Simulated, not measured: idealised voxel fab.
process module | voxel transistor to metal
cross-section cut | 280 nm wide | cells 5 nm
A cross-section is a grid of square cells, given in bands from the top down. A band is one or more rows of cells.
Each band's line starts with the height of the band's top and of its bottom, in nm. Then come its materials from left to right, each with its width in nm. One material with "throughout" fills the band from edge to edge. "air" is empty space.
Height 0 is the level under which the wafer as received is all one material. The lowest band goes on downwards, as in "0 down".
A width such as "30 to 40" changes by the same amount from each row of cells to the next, from the band's top row to its bottom row.
"no change" after a step means that no cell of the cross-section changed.
closed voids: empty space of 8 cells or more with no open way to the top, each as width x height at its distance from the left edge, in nm
after a step's settings: what the simulator itself notes on the step
overlay nm, on a step with a mask: how far to the right of its planned place the mask lay; to the left if negative
plan
1 op RECEIVE | material Si
2 op OXIDIZE | depth nm 5
3 op CONFORMAL_DEP | material SiN | thk nm 15
4 op MASKED_ETCH | tone cover | mask id ACTIVE | width nm 100 | pitch nm 130 | etch materials SiN | depth nm 15 | overlay nm 0
5 op MASKED_ETCH | tone cover | mask id ACTIVE | width nm 100 | pitch nm 130 | etch materials SiO2 | depth nm 5 | overlay nm 0
6 op MASKED_ETCH | tone cover | mask id ACTIVE | width nm 100 | pitch nm 130 | etch materials Si | depth nm 25 | overlay nm 0
7 op OXIDIZE | depth nm 5
8 op FILL_DEP | material SiO2 | thk nm 5
9 op CMP | height nm 15
10 op SELECTIVE_ETCH | etch materials SiO2 | depth nm 15
11 op STRIP | etch materials SiN
12 op SELECTIVE_ETCH | etch materials SiO2 | depth nm 5
13 op OXIDIZE | depth nm 5
14 op DIRECTIONAL_DEP | material polySi | thk nm 20
15 op DIRECTIONAL_DEP | material SiCN | thk nm 10
16 op MASKED_ETCH | tone cover | mask id GATE | width nm 20 | pitch nm 130 | etch materials SiCN | depth nm 20 | overlay nm 0
17 op MASKED_ETCH | tone cover | mask id GATE | width nm 20 | pitch nm 130 | etch materials polySi | depth nm 30 | overlay nm 0
18 op CONFORMAL_DEP | material SiN | thk nm 5
19 op DIRECTIONAL_ETCH | etch materials SiN | depth nm 5
20 op DIRECTIONAL_ETCH | etch materials SiO2 | depth nm 5
21 op EPI | material pSi | thk nm 5
22 op FILL_DEP | material SiO2 | thk nm 10
23 op CMP | height nm 25
24 op DIRECTIONAL_DEP | material SiO2 | thk nm 10
25 op DIRECTIONAL_DEP | material aC | thk nm 15
26 op PATTERN | tone open | mask id CONTACT | material resist | width nm 30 | thk nm 30 | overlay nm 0
27 op DIRECTIONAL_ETCH | etch materials aC | depth nm 15
28 op STRIP | etch materials resist
29 op DIRECTIONAL_ETCH | etch materials SiO2 | depth nm 40
30 op STRIP | etch materials aC
31 op CONFORMAL_DEP | material TiN | thk nm 5
32 op FILL_DEP | material W | thk nm 10
33 op CMP | height nm 35
34 op CONFORMAL_DEP | material SiN | thk nm 5
35 op DIRECTIONAL_DEP | material SiO2 | thk nm 15
36 op DIRECTIONAL_DEP | material aC | thk nm 10
37 op PATTERN | tone open | mask id METAL_1 | material resist | width nm 15 | thk nm 30 | overlay nm 0
38 op DIRECTIONAL_ETCH | etch materials aC | depth nm 10
39 op STRIP | etch materials resist
40 op DIRECTIONAL_ETCH | etch materials SiO2 | depth nm 15
41 op DIRECTIONAL_ETCH | etch materials SiN | depth nm 5
42 op STRIP | etch materials aC
43 op CONFORMAL_DEP | material TiN | thk nm 5
44 op FILL_DEP | material Cu | thk nm 10
45 op CMP | height nm 55
46 op CONFORMAL_DEP | material SiN | thk nm 5
as received, after step 1
  0 down: Si throughout
  closed voids: none
a wafer at the end: this start, this plan, one mistake
  60 to 55: SiN throughout
  55 to 40: SiO2 30 | TiN 5 | Cu 5 | TiN 5 | SiO2 60 | TiN 5 | Cu 5 | TiN 5 | SiO2 40 | TiN 5 | Cu 5 | TiN 5 | SiO2 60 | TiN 5 | Cu 5 | TiN 5 | SiO2 30
  40 to 35: SiN 30 | TiN 15 | SiN 60 | TiN 15 | SiN 40 | TiN 15 | SiN 60 | TiN 15 | SiN 30
  35 to 25: SiO2 30 | TiN 5 | W 20 | TiN 5 | SiO2 30 | TiN 5 | W 20 | TiN 5 | SiO2 40 | TiN 5 | W 20 | TiN 5 | SiO2 30 | TiN 5 | W 20 | TiN 5 | SiO2 30
  25 to 20: SiO2 30 | TiN 5 | W 20 | TiN 5 | SiN 5 | SiCN 20 | SiN 5 | TiN 5 | W 20 | TiN 5 | SiO2 40 | TiN 5 | W 20 | TiN 5 | SiN 5 | SiCN 20 | SiN 5 | TiN 5 | W 20 | TiN 5 | SiO2 30
  20 to 0: SiO2 30 | TiN 5 | W 20 | TiN 5 | SiN 5 | polySi 20 | SiN 5 | TiN 5 | W 20 | TiN 5 | SiO2 40 | TiN 5 | W 20 | TiN 5 | SiN 5 | polySi 20 | SiN 5 | TiN 5 | W 20 | TiN 5 | SiO2 30
  0 to -5: SiO2 30 | TiN 30 | SiN 5 | polySi 20 | SiN 5 | TiN 30 | SiO2 40 | TiN 30 | SiN 5 | polySi 20 | SiN 5 | TiN 30 | SiO2 30
  -5 to -10: SiO2 25 | pSi 35 | SiO2 30 | pSi 35 | SiO2 30 | pSi 35 | SiO2 30 | pSi 35 | SiO2 25
  -10 to -35: SiO2 30 | Si 90 | SiO2 40 | Si 90 | SiO2 30
  -35 down: Si throughout
  closed voids: none
what went wrong: step 14 ran as: op DIRECTIONAL_DEP | material polySi | thk nm 25
